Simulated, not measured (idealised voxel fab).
Module name: voxel gate over fins (process module)
Section cut is 180 nm wide and gridded with 5 nm square cells.
This document writes a cross-section as a grid whose cells are square, and gives it as bands, listed from the top down; one or more rows of cells form a band. The band entry comprises the height of the band's top followed by the height of its bottom, expressed in nm, and subsequently the band's materials from left to right, each stated together with its width in nm. Where a single material is marked with the word "edge to edge", that material fills the band from edge to edge. The word "air" represents empty space. All heights in this document are referenced to 0, defined as the level beneath which the wafer, as received, consists entirely of one material. The lowest band is not bounded below; it extends indefinitely downward and is written in the form "0..down". Width spec "30->40" -> top row of cells at first value, bottom row at second value, equal per-row change in between. "nothing got changed" (step): cross-section cells unchanged, all of them. Enclosed voids (no open way to top), threshold 8 cells or more, entry "Sealed void listing", notation width x height at distance, distance from left edge, nm. That trailing text on a step's line, after the settings, is the simulator's own remark on the step. overlay nm: for a step with a mask, the amount by which the mask lay right of where it was planned; a negative amount means left of it.
## Process steps - plan
1,RECEIVE, material Si
2,CONFORMAL_DEP, material SiN, thk nm 10
3,PATTERN, tone cover, mask id FINS, material resist, width nm 15, pitch nm 35, thk nm 20, overlay nm 0
4,DIRECTIONAL_ETCH, etch materials SiN, depth nm 10
5,DIRECTIONAL_ETCH, etch materials Si, depth nm 35
6,STRIP, etch materials resist
7,OXIDIZE, depth nm 5
8,FILL_DEP, material SiO2, thk nm 5
9,CMP, height nm 10
10,SELECTIVE_ETCH, etch materials SiO2, depth nm 25
11,STRIP, etch materials SiN
12,CONFORMAL_DEP, material HfO2, thk nm 5
13,CONFORMAL_DEP, material TiN, thk nm 5
14,FILL_DEP, material W, thk nm 10
15,CMP, height nm 15
16,CONFORMAL_DEP, material SiN, thk nm 5
All wafers enter the flow in the same state. The thk nm at step 16 differs from wafer to wafer, and the plan gives the value for the first wafer.
## As received, i.e. after step 1: cross-section through the first of several wafers
    0..down: Si edge to edge
    Sealed void listing: none
## Quick key for the table: a row per wafer, taken at the end of the module. For each material it tells you how many cells the wafer gained (+) or lost (-) since it came in, and the closed voids come after
thk nm 5; +60 HfO2; -256 Si; +36 SiN; +160 SiO2; +60 TiN; +84 W; Sealed void listing: none
thk nm 10; +60 HfO2; -256 Si; +72 SiN; +160 SiO2; +60 TiN; +84 W; Sealed void listing: none
thk nm 15; +60 HfO2; -256 Si; +108 SiN; +160 SiO2; +60 TiN; +84 W; Sealed void listing: none
thk nm 20; +60 HfO2; -256 Si; +144 SiN; +160 SiO2; +60 TiN; +84 W; Sealed void listing: none
